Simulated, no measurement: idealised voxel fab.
process module | voxel transistor to metal
cross-section cut | 295 nm wide | cells 5 nm
A cross-section is a grid of square cells, given in bands from the top down. A band is one or more rows of cells.
Each band's line starts with the height of the band's top and of its bottom, in nm. Then come its materials from left to right, each with its width in nm. One material with "throughout" fills the band from edge to edge. "air" is empty space.
Height 0 is the level under which the wafer as received is all one material. The lowest band goes on downwards, as in "0 down".
A width such as "30 to 40" changes by the same amount from each row of cells to the next, from the band's top row to its bottom row.
"no change" after a step means that no cell of the cross-section changed.
closed voids: empty space of 8 cells or more with no open way to the top, each as width x height at its distance from the left edge, in nm
after a step's settings: what the simulator itself notes on the step
overlay nm, on a step with a mask: how far to the right of its planned place the mask lay; to the left if negative
Each pair below shows a cross-section before one step and the cross-section after it, down to the lowest band that changed. The line under each pair gives the step between them, with its settings. The pairs can come from different runs of this module on the same starting wafer, so a pair continues from the pair above only where its "before" says so.
before
  40 to 30: SiO2 50 | TiN 5 | W 5 | TiN 5 | SiO2 50 | TiN 5 | W 5 | TiN 5 | SiO2 30 | TiN 5 | W 5 | TiN 5 | SiO2 50 | TiN 5 | W 5 | TiN 5 | SiO2 55
  30 to 15: SiO2 50 | TiN 5 | W 5 | TiN 5 | SiN 10 | SiO2 5 | polySi 20 | SiO2 5 | SiN 10 | TiN 5 | W 5 | TiN 5 | SiO2 30 | TiN 5 | W 5 | TiN 5 | SiN 10 | SiO2 5 | polySi 20 | SiO2 5 | SiN 10 | TiN 5 | W 5 | TiN 5 | SiO2 55
  15 to 10: SiO2 50 | TiN 15 | SiN 10 | SiO2 5 | polySi 20 | SiO2 5 | SiN 10 | TiN 15 | SiO2 30 | TiN 15 | SiN 10 | SiO2 5 | polySi 20 | SiO2 5 | SiN 10 | TiN 15 | SiO2 55
  10 to 0: SiO2 45 | SiN 90 | SiO2 20 | SiN 90 | SiO2 50
  0 to -5: SiO2 throughout
  -5 to -30: SiO2 45 | Si 90 | SiO2 20 | Si 90 | SiO2 50
  -30 down: Si throughout
  closed voids: none
after
  45 to 40: TiN throughout
  below 40: unchanged
  closed voids: none
the step between: op DIRECTIONAL_DEP | material TiN | thk nm 5
before: the cross-section after the pair above
after
  70 to 45: Ru throughout
  below 45: unchanged
  closed voids: none
the step between: op DIRECTIONAL_DEP | material Ru | thk nm 25
before: the cross-section after the pair above
after
  70 to 45: air 50 | Ru 15 | air 50 | Ru 15 | air 30 | Ru 15 | air 50 | Ru 15 | air 55
  below 45: unchanged
  closed voids: none
the step between: op MASKED_ETCH | tone cover | mask id METAL_1 | width nm 15 | etch materials Ru | depth nm 25 | overlay nm 0
before: the cross-section after the pair above
after
  70 to 45: air 50 | Ru 15 | air 50 | Ru 15 | air 30 | Ru 15 | air 50 | Ru 15 | air 55
  45 to 40: air 50 | TiN 15 | air 50 | TiN 15 | air 30 | TiN 15 | air 50 | TiN 15 | air 55
  below 40: unchanged
  closed voids: none
the step between: op MASKED_ETCH | tone cover | mask id METAL_1 | width nm 15 | etch materials TiN | depth nm 5 | overlay nm 0
before: the cross-section after the pair above
after
  75 to 70: SiO2 throughout
  70 to 45: SiO2 50 | Ru 15 | SiO2 50 | Ru 15 | SiO2 30 | Ru 15 | SiO2 50 | Ru 15 | SiO2 55
  45 to 40: SiO2 50 | TiN 15 | SiO2 50 | TiN 15 | SiO2 30 | TiN 15 | SiO2 50 | TiN 15 | SiO2 55
  below 40: unchanged
  closed voids: none
the step between: op FILL_DEP | material SiO2 | thk nm 5
before: the cross-section after the pair above
after
  70 to 45: SiO2 50 | Ru 15 | SiO2 50 | Ru 15 | SiO2 30 | Ru 15 | SiO2 50 | Ru 15 | SiO2 55
  below 45: unchanged
  closed voids: none
the step between: op CMP | height nm 70
before: the cross-section after the pair above
after
  75 to 70: SiCN throughout
  below 70: unchanged
  closed voids: none
the step between: op CONFORMAL_DEP | material SiCN | thk nm 5
before: the cross-section after the pair above
after
  105 to 75: SiO2 throughout
  below 75: unchanged
  closed voids: none
the step between: op DIRECTIONAL_DEP | material SiO2 | thk nm 30
before: the cross-section after the pair above
after
  115 to 105: aC throughout
  below 105: unchanged
  closed voids: none
the step between: op DIRECTIONAL_DEP | material aC | thk nm 10
before: the cross-section after the pair above
after
  140 to 115: resist 50 | air 15 | resist 95 | air 15 | resist 120
  below 115: unchanged
  closed voids: none
the step between: op PATTERN | tone open | mask id METAL_2 | material resist | width nm 15 | pitch nm 110 | thk nm 25 | overlay nm 0
before: the cross-section after the pair above
after
  130 to 115: resist 50 | air 15 | resist 95 | air 15 | resist 120
  115 to 105: aC 50 | air 15 | aC 95 | air 15 | aC 120
  below 105: unchanged
  closed voids: none
the step between: op DIRECTIONAL_ETCH | etch materials aC | depth nm 10
before: the cross-section after the pair above
after
  115 to 105: aC 50 | air 15 | aC 95 | air 15 | aC 120
  below 105: unchanged
  closed voids: none
the step between: op STRIP | etch materials resist
before: the cross-section after the pair above
after
  115 to 105: aC 50 | air 15 | aC 95 | air 15 | aC 120
  105 to 90: SiO2 50 | air 15 | SiO2 95 | air 15 | SiO2 120
  below 90: unchanged
  closed voids: none
the step between: op DIRECTIONAL_ETCH | etch materials SiO2 | depth nm 15
before: the cross-section after the pair above
after
  105 to 90: SiO2 50 | air 15 | SiO2 95 | air 15 | SiO2 120
  below 90: unchanged
  closed voids: none
the step between: op STRIP | etch materials aC
before: the cross-section after the pair above
after
  105 to 75: SiO2 50 | air 15 | SiO2 95 | air 15 | SiO2 120
  below 75: unchanged
  closed voids: none
the step between: op MASKED_ETCH | tone open | mask id METAL_2_HOLES | width nm 15 | pitch nm 110 | etch materials SiO2 | depth nm 15 | overlay nm 0
before: the cross-section after the pair above
after
  105 to 75: SiO2 50 | air 15 | SiO2 95 | air 15 | SiO2 120
  75 to 70: SiCN 50 | air 15 | SiCN 95 | air 15 | SiCN 120
  below 70: unchanged
  closed voids: none
the step between: op MASKED_ETCH | tone open | mask id METAL_2_HOLES | width nm 15 | pitch nm 110 | etch materials SiCN | depth nm 5 | overlay nm 0
before: the cross-section after the pair above
after
  110 to 105: TiN 55 | air 5 | TiN 105 | air 5 | TiN 125
  105 to 75: SiO2 50 | TiN 5 | air 5 | TiN 5 | SiO2 95 | TiN 5 | air 5 | TiN 5 | SiO2 120
  75 to 70: SiCN 50 | TiN 15 | SiCN 95 | TiN 15 | SiCN 120
  below 70: unchanged
  closed voids: none
the step between: op CONFORMAL_DEP | material TiN | thk nm 5
before: the cross-section after the pair above
after
  120 to 110: Ru throughout
  110 to 105: TiN 55 | Ru 5 | TiN 105 | Ru 5 | TiN 125
  105 to 75: SiO2 50 | TiN 5 | Ru 5 | TiN 5 | SiO2 95 | TiN 5 | Ru 5 | TiN 5 | SiO2 120
  below 75: unchanged
  closed voids: none
the step between: op FILL_DEP | material Ru | thk nm 10
before: the cross-section after the pair above
after
  105 to 75: SiO2 50 | TiN 5 | Ru 5 | TiN 5 | SiO2 95 | TiN 5 | Ru 5 | TiN 5 | SiO2 120
  below 75: unchanged
  closed voids: none
the step between: op CMP | height nm 105
before: the cross-section after the pair above
after
  110 to 105: SiN throughout
  below 105: unchanged
  closed voids: none
the step between: op CONFORMAL_DEP | material SiN | thk nm 5
before
  10 to 0: air 45 | SiN 90 | air 20 | SiN 90 | air 50
  0 to -5: air 45 | SiO2 90 | air 20 | SiO2 90 | air 50
  -5 to -30: air 45 | Si 90 | air 20 | Si 90 | air 50
  -30 down: Si throughout
  closed voids: none
after
  10 to 0: air 45 | SiN 90 | air 20 | SiN 90 | air 50
  0 to -5: air 45 | SiO2 90 | air 20 | SiO2 90 | air 50
  -5 to -55: air 45 | Si 90 | air 20 | Si 90 | air 50
  below -55: unchanged
  closed voids: none
the step between: op MASKED_ETCH | tone cover | mask id ACTIVE | width nm 90 | pitch nm 110 | etch materials Si | depth nm 25 | overlay nm 0
before: the cross-section after the pair above
after
  25 to 10: SiO2 throughout
  10 to 0: SiO2 45 | SiN 90 | SiO2 20 | SiN 90 | SiO2 50
  0 to -5: SiO2 throughout
  -5 to -55: SiO2 45 | Si 90 | SiO2 20 | Si 90 | SiO2 50
  below -55: unchanged
  closed voids: none
the step between: op FILL_DEP | material SiO2 | thk nm 15
before: the cross-section after the pair above
after
  10 to 0: SiO2 45 | SiN 90 | SiO2 20 | SiN 90 | SiO2 50
  below 0: unchanged
  closed voids: none
the step between: op CMP | height nm 10
before: the cross-section after the pair above
after
  10 to 0: air 45 | SiN 90 | air 20 | SiN 90 | air 50
  below 0: unchanged
  closed voids: none
the step between: op SELECTIVE_ETCH | etch materials SiO2 | depth nm 10
before: the cross-section after the pair above
after
  0 to -5: SiO2 throughout
  below -5: unchanged
  closed voids: none
the step between: op STRIP | etch materials SiN
before: the cross-section after the pair above
after
  -5 to -55: SiO2 45 | Si 90 | SiO2 20 | Si 90 | SiO2 50
  below -55: unchanged
  closed voids: none
the step between: op SELECTIVE_ETCH | etch materials SiO2 | depth nm 5
before: the cross-section after the pair above
after
  -5 to -10: SiO2 throughout
  below -10: unchanged
  closed voids: none
the step between: op OXIDIZE | depth nm 5
before: the cross-section after the pair above
after
  20 to -5: polySi throughout
  below -5: unchanged
  closed voids: none
the step between: op DIRECTIONAL_DEP | material polySi | thk nm 25
before: the cross-section after the pair above
after
  30 to 20: SiCN throughout
  below 20: unchanged
  closed voids: none
the step between: op DIRECTIONAL_DEP | material SiCN | thk nm 10
before: the cross-section after the pair above
after
  30 to 20: air 80 | SiCN 20 | air 90 | SiCN 20 | air 85
  below 20: unchanged
  closed voids: none
the step between: op MASKED_ETCH | tone cover | mask id GATE | width nm 20 | pitch nm 110 | etch materials SiCN | depth nm 20 | overlay nm 0
before: the cross-section after the pair above
after
  30 to 20: air 80 | SiCN 20 | air 90 | SiCN 20 | air 85
  20 to -5: air 80 | polySi 20 | air 90 | polySi 20 | air 85
  below -5: unchanged
  closed voids: none
the step between: op MASKED_ETCH | tone cover | mask id GATE | width nm 20 | pitch nm 110 | etch materials polySi | depth nm 35 | overlay nm 0
before: the cross-section after the pair above
after
  35 to 30: air 75 | SiO2 30 | air 80 | SiO2 30 | air 80
  30 to 20: air 75 | SiO2 5 | SiCN 20 | SiO2 5 | air 80 | SiO2 5 | SiCN 20 | SiO2 5 | air 80
  20 to 0: air 75 | SiO2 5 | polySi 20 | SiO2 5 | air 80 | SiO2 5 | polySi 20 | SiO2 5 | air 80
  0 to -5: SiO2 80 | polySi 20 | SiO2 90 | polySi 20 | SiO2 85
  below -5: unchanged
  closed voids: none
the step between: op CONFORMAL_DEP | material SiO2 | thk nm 5
before: the cross-section after the pair above
after
  30 to 20: air 75 | SiO2 5 | SiCN 20 | SiO2 5 | air 80 | SiO2 5 | SiCN 20 | SiO2 5 | air 80
  20 to -5: air 75 | SiO2 5 | polySi 20 | SiO2 5 | air 80 | SiO2 5 | polySi 20 | SiO2 5 | air 80
  below -5: unchanged
  closed voids: none
the step between: op DIRECTIONAL_ETCH | etch materials SiO2 | depth nm 5
before: the cross-section after the pair above
after
  40 to 30: air 65 | SiN 50 | air 60 | SiN 50 | air 70
  30 to 20: air 65 | SiN 10 | SiO2 5 | SiCN 20 | SiO2 5 | SiN 10 | air 60 | SiN 10 | SiO2 5 | SiCN 20 | SiO2 5 | SiN 10 | air 70
  20 to 5: air 65 | SiN 10 | SiO2 5 | polySi 20 | SiO2 5 | SiN 10 | air 60 | SiN 10 | SiO2 5 | polySi 20 | SiO2 5 | SiN 10 | air 70
  5 to -5: SiN 75 | SiO2 5 | polySi 20 | SiO2 5 | SiN 80 | SiO2 5 | polySi 20 | SiO2 5 | SiN 80
  below -5: unchanged
  closed voids: none
the step between: op CONFORMAL_DEP | material SiN | thk nm 10
before: the cross-section after the pair above
after
  30 to 20: air 65 | SiN 10 | SiO2 5 | SiCN 20 | SiO2 5 | SiN 10 | air 60 | SiN 10 | SiO2 5 | SiCN 20 | SiO2 5 | SiN 10 | air 70
  20 to -5: air 65 | SiN 10 | SiO2 5 | polySi 20 | SiO2 5 | SiN 10 | air 60 | SiN 10 | SiO2 5 | polySi 20 | SiO2 5 | SiN 10 | air 70
  below -5: unchanged
  closed voids: none
the step between: op DIRECTIONAL_ETCH | etch materials SiN | depth nm 10
before: the cross-section after the pair above
after
  30 to 25: air 65 | SiN 10 | air 5 | SiCN 20 | air 5 | SiN 10 | air 60 | SiN 10 | air 5 | SiCN 20 | air 5 | SiN 10 | air 70
  25 to 20: air 65 | SiN 10 | SiO2 5 | SiCN 20 | SiO2 5 | SiN 10 | air 60 | SiN 10 | SiO2 5 | SiCN 20 | SiO2 5 | SiN 10 | air 70
  20 to -5: air 65 | SiN 10 | SiO2 5 | polySi 20 | SiO2 5 | SiN 10 | air 60 | SiN 10 | SiO2 5 | polySi 20 | SiO2 5 | SiN 10 | air 70
  -5 to -10: air 65 | SiO2 50 | air 60 | SiO2 50 | air 70
  below -10: unchanged
  closed voids: none
the step between: op DIRECTIONAL_ETCH | etch materials SiO2 | depth nm 5
before: the cross-section after the pair above
after
  30 to 25: air 65 | SiN 10 | air 5 | SiCN 20 | air 5 | SiN 10 | air 60 | SiN 10 | air 5 | SiCN 20 | air 5 | SiN 10 | air 70
  25 to 20: air 65 | SiN 10 | SiO2 5 | SiCN 20 | SiO2 5 | SiN 10 | air 60 | SiN 10 | SiO2 5 | SiCN 20 | SiO2 5 | SiN 10 | air 70
  20 to -5: air 65 | SiN 10 | SiO2 5 | polySi 20 | SiO2 5 | SiN 10 | air 60 | SiN 10 | SiO2 5 | polySi 20 | SiO2 5 | SiN 10 | air 70
  -5 to -10: air 65 | SiO2 50 | air 60 | SiO2 50 | air 70
  -10 to -15: SiO2 45 | air 20 | Si 50 | air 20 | SiO2 20 | air 20 | Si 50 | air 20 | SiO2 50
  below -15: unchanged
  closed voids: none
the step between: op DIRECTIONAL_ETCH | etch materials Si | depth nm 5
before: the cross-section after the pair above
after
  30 to 25: air 65 | SiN 10 | air 5 | SiCN 20 | air 5 | SiN 10 | air 60 | SiN 10 | air 5 | SiCN 20 | air 5 | SiN 10 | air 70
  25 to 20: air 65 | SiN 10 | SiO2 5 | SiCN 20 | SiO2 5 | SiN 10 | air 60 | SiN 10 | SiO2 5 | SiCN 20 | SiO2 5 | SiN 10 | air 70
  20 to 0: air 65 | SiN 10 | SiO2 5 | polySi 20 | SiO2 5 | SiN 10 | air 60 | SiN 10 | SiO2 5 | polySi 20 | SiO2 5 | SiN 10 | air 70
  0 to -5: air 55 | SiGe 10 | SiN 10 | SiO2 5 | polySi 20 | SiO2 5 | SiN 10 | SiGe 10 | air 40 | SiGe 10 | SiN 10 | SiO2 5 | polySi 20 | SiO2 5 | SiN 10 | SiGe 10 | air 60
  -5 to -10: air 40 | SiGe 25 | SiO2 50 | SiGe 25 | air 10 | SiGe 25 | SiO2 50 | SiGe 25 | air 45
  -10 to -15: SiO2 45 | SiGe 20 | Si 50 | SiGe 20 | SiO2 20 | SiGe 20 | Si 50 | SiGe 20 | SiO2 50
  below -15: unchanged
  closed voids: none
the step between: op EPI | material SiGe | thk nm 10
before: the cross-section after the pair above
after
  35 to 30: SiO2 throughout
  30 to 20: SiO2 65 | SiN 10 | SiO2 5 | SiCN 20 | SiO2 5 | SiN 10 | SiO2 60 | SiN 10 | SiO2 5 | SiCN 20 | SiO2 5 | SiN 10 | SiO2 70
  20 to 0: SiO2 65 | SiN 10 | SiO2 5 | polySi 20 | SiO2 5 | SiN 10 | SiO2 60 | SiN 10 | SiO2 5 | polySi 20 | SiO2 5 | SiN 10 | SiO2 70
  0 to -5: SiO2 55 | SiGe 10 | SiN 10 | SiO2 5 | polySi 20 | SiO2 5 | SiN 10 | SiGe 10 | SiO2 40 | SiGe 10 | SiN 10 | SiO2 5 | polySi 20 | SiO2 5 | SiN 10 | SiGe 10 | SiO2 60
  -5 to -10: SiO2 40 | SiGe 25 | SiO2 50 | SiGe 25 | SiO2 10 | SiGe 25 | SiO2 50 | SiGe 25 | SiO2 45
  below -10: unchanged
  closed voids: none
the step between: op FILL_DEP | material SiO2 | thk nm 5
before: the cross-section after the pair above
after
  30 to 20: SiO2 65 | SiN 10 | SiO2 5 | SiCN 20 | SiO2 5 | SiN 10 | SiO2 60 | SiN 10 | SiO2 5 | SiCN 20 | SiO2 5 | SiN 10 | SiO2 70
  below 20: unchanged
  closed voids: none
the step between: op CMP | height nm 30
before: the cross-section after the pair above
after
  40 to 30: SiO2 throughout
  below 30: unchanged
  closed voids: none
the step between: op DIRECTIONAL_DEP | material SiO2 | thk nm 10
before: the cross-section after the pair above
after
  60 to 40: resist 50 | air 15 | resist 50 | air 15 | resist 30 | air 15 | resist 50 | air 15 | resist 55
  below 40: unchanged
  closed voids: none
the step between: op PATTERN | tone open | mask id CONTACT | material resist | width nm 15 | thk nm 20 | overlay nm 0
before: the cross-section after the pair above
after
  60 to 40: resist 50 | air 15 | resist 50 | air 15 | resist 30 | air 15 | resist 50 | air 15 | resist 55
  40 to 30: SiO2 50 | air 15 | SiO2 50 | air 15 | SiO2 30 | air 15 | SiO2 50 | air 15 | SiO2 55
  30 to 20: SiO2 50 | air 15 | SiN 10 | SiO2 5 | SiCN 20 | SiO2 5 | SiN 10 | air 15 | SiO2 30 | air 15 | SiN 10 | SiO2 5 | SiCN 20 | SiO2 5 | SiN 10 | air 15 | SiO2 55
  20 to 0: SiO2 50 | air 15 | SiN 10 | SiO2 5 | polySi 20 | SiO2 5 | SiN 10 | air 15 | SiO2 30 | air 15 | SiN 10 | SiO2 5 | polySi 20 | SiO2 5 | SiN 10 | air 15 | SiO2 55
  0 to -5: SiO2 50 | air 5 | SiGe 10 | SiN 10 | SiO2 5 | polySi 20 | SiO2 5 | SiN 10 | SiGe 10 | air 5 | SiO2 30 | air 5 | SiGe 10 | SiN 10 | SiO2 5 | polySi 20 | SiO2 5 | SiN 10 | SiGe 10 | air 5 | SiO2 55
  below -5: unchanged
  closed voids: none
the step between: op DIRECTIONAL_ETCH | etch materials SiO2 | depth nm 45
before: the cross-section after the pair above
after
  40 to 30: SiO2 50 | air 15 | SiO2 50 | air 15 | SiO2 30 | air 15 | SiO2 50 | air 15 | SiO2 55
  below 30: unchanged
  closed voids: none
the step between: op STRIP | etch materials resist
before: the cross-section after the pair above
after
  45 to 40: TiN 55 | air 5 | TiN 60 | air 5 | TiN 40 | air 5 | TiN 60 | air 5 | TiN 60
  40 to 30: SiO2 50 | TiN 5 | air 5 | TiN 5 | SiO2 50 | TiN 5 | air 5 | TiN 5 | SiO2 30 | TiN 5 | air 5 | TiN 5 | SiO2 50 | TiN 5 | air 5 | TiN 5 | SiO2 55
  30 to 20: SiO2 50 | TiN 5 | air 5 | TiN 5 | SiN 10 | SiO2 5 | SiCN 20 | SiO2 5 | SiN 10 | TiN 5 | air 5 | TiN 5 | SiO2 30 | TiN 5 | air 5 | TiN 5 | SiN 10 | SiO2 5 | SiCN 20 | SiO2 5 | SiN 10 | TiN 5 | air 5 | TiN 5 | SiO2 55
  20 to 5: SiO2 50 | TiN 5 | air 5 | TiN 5 | SiN 10 | SiO2 5 | polySi 20 | SiO2 5 | SiN 10 | TiN 5 | air 5 | TiN 5 | SiO2 30 | TiN 5 | air 5 | TiN 5 | SiN 10 | SiO2 5 | polySi 20 | SiO2 5 | SiN 10 | TiN 5 | air 5 | TiN 5 | SiO2 55
  5 to 0: SiO2 50 | TiN 15 | SiN 10 | SiO2 5 | polySi 20 | SiO2 5 | SiN 10 | TiN 15 | SiO2 30 | TiN 15 | SiN 10 | SiO2 5 | polySi 20 | SiO2 5 | SiN 10 | TiN 15 | SiO2 55
  0 to -5: SiO2 50 | TiN 5 | SiGe 10 | SiN 10 | SiO2 5 | polySi 20 | SiO2 5 | SiN 10 | SiGe 10 | TiN 5 | SiO2 30 | TiN 5 | SiGe 10 | SiN 10 | SiO2 5 | polySi 20 | SiO2 5 | SiN 10 | SiGe 10 | TiN 5 | SiO2 55
  below -5: unchanged
  closed voids: none
the step between: op CONFORMAL_DEP | material TiN | thk nm 5
before: the cross-section after the pair above
after
  50 to 45: W throughout
  45 to 40: TiN 55 | W 5 | TiN 60 | W 5 | TiN 40 | W 5 | TiN 60 | W 5 | TiN 60
  40 to 30: SiO2 50 | TiN 5 | W 5 | TiN 5 | SiO2 50 | TiN 5 | W 5 | TiN 5 | SiO2 30 | TiN 5 | W 5 | TiN 5 | SiO2 50 | TiN 5 | W 5 | TiN 5 | SiO2 55
  30 to 20: SiO2 50 | TiN 5 | W 5 | TiN 5 | SiN 10 | SiO2 5 | SiCN 20 | SiO2 5 | SiN 10 | TiN 5 | W 5 | TiN 5 | SiO2 30 | TiN 5 | W 5 | TiN 5 | SiN 10 | SiO2 5 | SiCN 20 | SiO2 5 | SiN 10 | TiN 5 | W 5 | TiN 5 | SiO2 55
  20 to 5: SiO2 50 | TiN 5 | W 5 | TiN 5 | SiN 10 | SiO2 5 | polySi 20 | SiO2 5 | SiN 10 | TiN 5 | W 5 | TiN 5 | SiO2 30 | TiN 5 | W 5 | TiN 5 | SiN 10 | SiO2 5 | polySi 20 | SiO2 5 | SiN 10 | TiN 5 | W 5 | TiN 5 | SiO2 55
  below 5: unchanged
  closed voids: none
the step between: op FILL_DEP | material W | thk nm 5
before: the cross-section after the pair above
after
  40 to 30: SiO2 50 | TiN 5 | W 5 | TiN 5 | SiO2 50 | TiN 5 | W 5 | TiN 5 | SiO2 30 | TiN 5 | W 5 | TiN 5 | SiO2 50 | TiN 5 | W 5 | TiN 5 | SiO2 55
  below 30: unchanged
  closed voids: none
the step between: op CMP | height nm 40
before: the cross-section after the pair above
after
  45 to 40: TiN throughout
  below 40: unchanged
  closed voids: none
the step between: op DIRECTIONAL_DEP | material TiN | thk nm 5
before: the cross-section after the pair above
after
  70 to 45: Ru throughout
  below 45: unchanged
  closed voids: none
the step between: op DIRECTIONAL_DEP | material Ru | thk nm 25
before: the cross-section after the pair above
after
  70 to 45: air 50 | Ru 15 | air 50 | Ru 15 | air 30 | Ru 15 | air 50 | Ru 15 | air 55
  below 45: unchanged
  closed voids: none
the step between: op MASKED_ETCH | tone cover | mask id METAL_1 | width nm 15 | etch materials Ru | depth nm 25 | overlay nm 0
before: the cross-section after the pair above
after
  70 to 45: air 50 | Ru 15 | air 50 | Ru 15 | air 30 | Ru 15 | air 50 | Ru 15 | air 55
  45 to 40: air 50 | TiN 15 | air 50 | TiN 15 | air 30 | TiN 15 | air 50 | TiN 15 | air 55
  below 40: unchanged
  closed voids: none
the step between: op MASKED_ETCH | tone cover | mask id METAL_1 | width nm 15 | etch materials TiN | depth nm 5 | overlay nm 0
before: the cross-section after the pair above
after
  75 to 70: SiO2 throughout
  70 to 45: SiO2 50 | Ru 15 | SiO2 50 | Ru 15 | SiO2 30 | Ru 15 | SiO2 50 | Ru 15 | SiO2 55
  45 to 40: SiO2 50 | TiN 15 | SiO2 50 | TiN 15 | SiO2 30 | TiN 15 | SiO2 50 | TiN 15 | SiO2 55
  below 40: unchanged
  closed voids: none
the step between: op FILL_DEP | material SiO2 | thk nm 5
before: the cross-section after the pair above
after
  70 to 45: SiO2 50 | Ru 15 | SiO2 50 | Ru 15 | SiO2 30 | Ru 15 | SiO2 50 | Ru 15 | SiO2 55
  below 45: unchanged
  closed voids: none
the step between: op CMP | height nm 70
before: the cross-section after the pair above
after
  75 to 70: SiCN throughout
  below 70: unchanged
  closed voids: none
the step between: op CONFORMAL_DEP | material SiCN | thk nm 5
before: the cross-section after the pair above
after
  105 to 75: SiO2 throughout
  below 75: unchanged
  closed voids: none
the step between: op DIRECTIONAL_DEP | material SiO2 | thk nm 30
before: the cross-section after the pair above
after
  115 to 105: aC throughout
  below 105: unchanged
  closed voids: none
the step between: op DIRECTIONAL_DEP | material aC | thk nm 10
before: the cross-section after the pair above
after
  140 to 115: resist 50 | air 15 | resist 95 | air 15 | resist 120
  below 115: unchanged
  closed voids: none
the step between: op PATTERN | tone open | mask id METAL_2 | material resist | width nm 15 | pitch nm 110 | thk nm 25 | overlay nm 0
before: the cross-section after the pair above
after
  130 to 115: resist 50 | air 15 | resist 95 | air 15 | resist 120
  115 to 105: aC 50 | air 15 | aC 95 | air 15 | aC 120
  below 105: unchanged
  closed voids: none
the step between: op DIRECTIONAL_ETCH | etch materials aC | depth nm 10
before: the cross-section after the pair above
after
  115 to 105: aC 50 | air 15 | aC 95 | air 15 | aC 120
  below 105: unchanged
  closed voids: none
the step between: op STRIP | etch materials resist
before: the cross-section after the pair above
after
  115 to 105: aC 50 | air 15 | aC 95 | air 15 | aC 120
  105 to 90: SiO2 50 | air 15 | SiO2 95 | air 15 | SiO2 120
  below 90: unchanged
  closed voids: none
the step between: op DIRECTIONAL_ETCH | etch materials SiO2 | depth nm 15
before: the cross-section after the pair above
after
  105 to 90: SiO2 50 | air 15 | SiO2 95 | air 15 | SiO2 120
  below 90: unchanged
  closed voids: none
the step between: op STRIP | etch materials aC
before: the cross-section after the pair above
after
  105 to 75: SiO2 50 | air 15 | SiO2 95 | air 15 | SiO2 120
  below 75: unchanged
  closed voids: none
the step between: op MASKED_ETCH | tone open | mask id METAL_2_HOLES | width nm 15 | pitch nm 110 | etch materials SiO2 | depth nm 15 | overlay nm 0
before: the cross-section after the pair above
after
  105 to 75: SiO2 50 | air 15 | SiO2 95 | air 15 | SiO2 120
  75 to 70: SiCN 50 | air 15 | SiCN 95 | air 15 | SiCN 120
  below 70: unchanged
  closed voids: none
the step between: op MASKED_ETCH | tone open | mask id METAL_2_HOLES | width nm 15 | pitch nm 110 | etch materials SiCN | depth nm 5 | overlay nm 0
before: the cross-section after the pair above
after
  110 to 105: TiN 55 | air 5 | TiN 105 | air 5 | TiN 125
  105 to 75: SiO2 50 | TiN 5 | air 5 | TiN 5 | SiO2 95 | TiN 5 | air 5 | TiN 5 | SiO2 120
  75 to 70: SiCN 50 | TiN 15 | SiCN 95 | TiN 15 | SiCN 120
  below 70: unchanged
  closed voids: none
the step between: op CONFORMAL_DEP | material TiN | thk nm 5
before: the cross-section after the pair above
after
  120 to 110: Ru throughout
  110 to 105: TiN 55 | Ru 5 | TiN 105 | Ru 5 | TiN 125
  105 to 75: SiO2 50 | TiN 5 | Ru 5 | TiN 5 | SiO2 95 | TiN 5 | Ru 5 | TiN 5 | SiO2 120
  below 75: unchanged
  closed voids: none
the step between: op FILL_DEP | material Ru | thk nm 10
before: the cross-section after the pair above
after
  105 to 75: SiO2 50 | TiN 5 | Ru 5 | TiN 5 | SiO2 95 | TiN 5 | Ru 5 | TiN 5 | SiO2 120
  below 75: unchanged
  closed voids: none
the step between: op CMP | height nm 105
before: the cross-section after the pair above
after
  110 to 105: SiN throughout
  below 105: unchanged
  closed voids: none
the step between: op CONFORMAL_DEP | material SiN | thk nm 5
before
  10 to 0: air 45 | SiN 90 | air 20 | SiN 90 | air 50
  0 to -5: SiO2 throughout
  -5 to -30: SiO2 45 | Si 90 | SiO2 20 | Si 90 | SiO2 50
  -30 down: Si throughout
  closed voids: none
after
  10 to 0: air 45 | SiN 90 | air 20 | SiN 90 | air 50
  0 to -5: air 50 | SiO2 80 | air 30 | SiO2 80 | air 55
  below -5: unchanged
  closed voids: none
the step between: op SELECTIVE_ETCH | etch materials SiO2 | depth nm 5
before: the cross-section after the pair above
after
  0 to -5: air 50 | SiO2 80 | air 30 | SiO2 80 | air 55
  below -5: unchanged
  closed voids: none
the step between: op STRIP | etch materials SiN
before: the cross-section after the pair above
after
  0 to -5: air 50 | SiO2 80 | air 30 | SiO2 80 | air 55
  -5 to -10: SiO2 55 | Si 70 | SiO2 40 | Si 70 | SiO2 60
  below -10: unchanged
  closed voids: none
the step between: op OXIDIZE | depth nm 5
before: the cross-section after the pair above
after
  25 to 20: air 50 | polySi 80 | air 30 | polySi 80 | air 55
  20 to 0: polySi throughout
  0 to -5: polySi 50 | SiO2 80 | polySi 30 | SiO2 80 | polySi 55
  below -5: unchanged
  closed voids: none
the step between: op DIRECTIONAL_DEP | material polySi | thk nm 25
before: the cross-section after the pair above
after
  35 to 30: air 50 | SiCN 80 | air 30 | SiCN 80 | air 55
  30 to 25: SiCN throughout
  25 to 20: SiCN 50 | polySi 80 | SiCN 30 | polySi 80 | SiCN 55
  below 20: unchanged
  closed voids: none
the step between: op DIRECTIONAL_DEP | material SiCN | thk nm 10
before: the cross-section after the pair above
after
  35 to 25: air 80 | SiCN 20 | air 90 | SiCN 20 | air 85
  25 to 20: air 50 | polySi 80 | air 30 | polySi 80 | air 55
  below 20: unchanged
  closed voids: none
the step between: op MASKED_ETCH | tone cover | mask id GATE | width nm 20 | pitch nm 110 | etch materials SiCN | depth nm 20 | overlay nm 0
before: the cross-section after the pair above
after
  35 to 25: air 80 | SiCN 20 | air 90 | SiCN 20 | air 85
  25 to 0: air 80 | polySi 20 | air 90 | polySi 20 | air 85
  0 to -5: air 50 | SiO2 80 | air 30 | SiO2 80 | air 55
  below -5: unchanged
  closed voids: none
the step between: op MASKED_ETCH | tone cover | mask id GATE | width nm 20 | pitch nm 110 | etch materials polySi | depth nm 35 | overlay nm 0
before: the cross-section after the pair above
after
  40 to 35: air 75 | SiO2 30 | air 80 | SiO2 30 | air 80
  35 to 25: air 75 | SiO2 5 | SiCN 20 | SiO2 5 | air 80 | SiO2 5 | SiCN 20 | SiO2 5 | air 80
  25 to 5: air 75 | SiO2 5 | polySi 20 | SiO2 5 | air 80 | SiO2 5 | polySi 20 | SiO2 5 | air 80
  5 to 0: air 45 | SiO2 35 | polySi 20 | SiO2 35 | air 20 | SiO2 35 | polySi 20 | SiO2 35 | air 50
  0 to -5: SiO2 throughout
  below -5: unchanged
  closed voids: none
the step between: op CONFORMAL_DEP | material SiO2 | thk nm 5
before: the cross-section after the pair above
after
  35 to 25: air 75 | SiO2 5 | SiCN 20 | SiO2 5 | air 80 | SiO2 5 | SiCN 20 | SiO2 5 | air 80
  25 to 0: air 75 | SiO2 5 | polySi 20 | SiO2 5 | air 80 | SiO2 5 | polySi 20 | SiO2 5 | air 80
  0 to -5: air 45 | SiO2 90 | air 20 | SiO2 90 | air 50
  below -5: unchanged
  closed voids: none
the step between: op DIRECTIONAL_ETCH | etch materials SiO2 | depth nm 5
